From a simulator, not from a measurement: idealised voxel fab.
A process module follows: voxel wiring stack.
In the cross-section labelled cut, the width is 260 nm and each square cell is 5 nm.
A cross-section is written here as square cells arranged in a grid, and it is given in bands from the top down, each band taking up one or more rows of cells. Heights first: top, then bottom, in nm. Then materials, left to right, each with a width in nm. "full width" on a single material: fills the band edge to edge. "blank": empty space. Heights from 0 (as-received wafer is one material below). Bottom band endless downward, as "0 nm and below". The notation "30..40" denotes a width that varies across the rows of cells in the band, beginning at the first number in the top row, finishing at the second number in the bottom row, and changing by an identical amount from each row to the next. "nothing got changed", as given for a step, is the statement that not any cell of the cross-section underwent a change during that step. Closed-off voids of 8+ cells (no open route to the top) go in "Closed void table", written width x height at distance from the left edge, in nm. Note: text after step settings on the step line = simulator remark on that step. "overlay nm" denotes, for a step that has a mask, the displacement of the mask to the right of its planned place, with negative values corresponding to the left.
**So here's the lineup of process steps we planned**
| 1 | RECEIVE | material Si |
| 2 | CONFORMAL_DEP | material SiO2 | thk nm 15 |
| 3 | DIRECTIONAL_DEP | material TiN | thk nm 5 |
| 4 | DIRECTIONAL_DEP | material Ru | thk nm 15 |
| 5 | PATTERN | tone cover | mask id METAL_1 | material resist | width nm 20 | pitch nm 45 | thk nm 20 | overlay nm 0 |
| 6 | DIRECTIONAL_ETCH | etch materials Ru | depth nm 5 |
| 7 | DIRECTIONAL_ETCH | etch materials TiN | depth nm 5 |
| 8 | STRIP | etch materials resist |
| 9 | CONFORMAL_DEP | material SiN | thk nm 5 |
| 10 | FILL_DEP | material SiO2 | thk nm 10 |
| 11 | CMP | height nm 35 |
| 12 | CONFORMAL_DEP | material SiCN | thk nm 5 |
| 13 | DIRECTIONAL_DEP | material SiO2 | thk nm 30 |
| 14 | MASKED_ETCH | tone open | mask id METAL_2_HOLES | width nm 15 | pitch nm 45 | etch materials SiO2 | depth nm 30 | overlay nm 0 |
| 15 | MASKED_ETCH | tone open | mask id METAL_2 | width nm 20 | pitch nm 45 | etch materials SiO2 | depth nm 15 | overlay nm 0 |
| 16 | MASKED_ETCH | tone open | mask id METAL_2 | width nm 20 | pitch nm 45 | etch materials SiCN | depth nm 5 | overlay nm 0 |
| 17 | CONFORMAL_DEP | material TiN | thk nm 5 |
| 18 | FILL_DEP | material Ru | thk nm 10 |
| 19 | CMP | height nm 70 |
| 20 | CONFORMAL_DEP | material SiCN | thk nm 5 |
Among the wafers covered here, the point of difference is the depth nm at step 6; their starting state is shared, and the plan presents the value of the first wafer.
**As-received state after step 1, first of several wafers, cross-section**
> 0 nm and below: Si full width
> Closed void table: none
**Per-wafer rows below. For each material: cells gained (+) or lost (-) since the wafer was received, as of end of module. Then: closed voids**
depth nm 5; +152 Ru; +92 SiCN; +36 SiN; +384 SiO2; +116 TiN; Closed void table: none
depth nm 10; +116 Ru; +92 SiCN; +44 SiN; +412 SiO2; +116 TiN; Closed void table: none
depth nm 15; +80 Ru; +92 SiCN; +60 SiN; +468 SiO2; +80 TiN; Closed void table: none
depth nm 20; +80 Ru; +92 SiCN; +60 SiN; +468 SiO2; +80 TiN; Closed void table: none
depth nm 25; +80 Ru; +92 SiCN; +60 SiN; +468 SiO2; +80 TiN; Closed void table: none
depth nm 30; +80 Ru; +92 SiCN; +60 SiN; +468 SiO2; +80 TiN; Closed void table: none
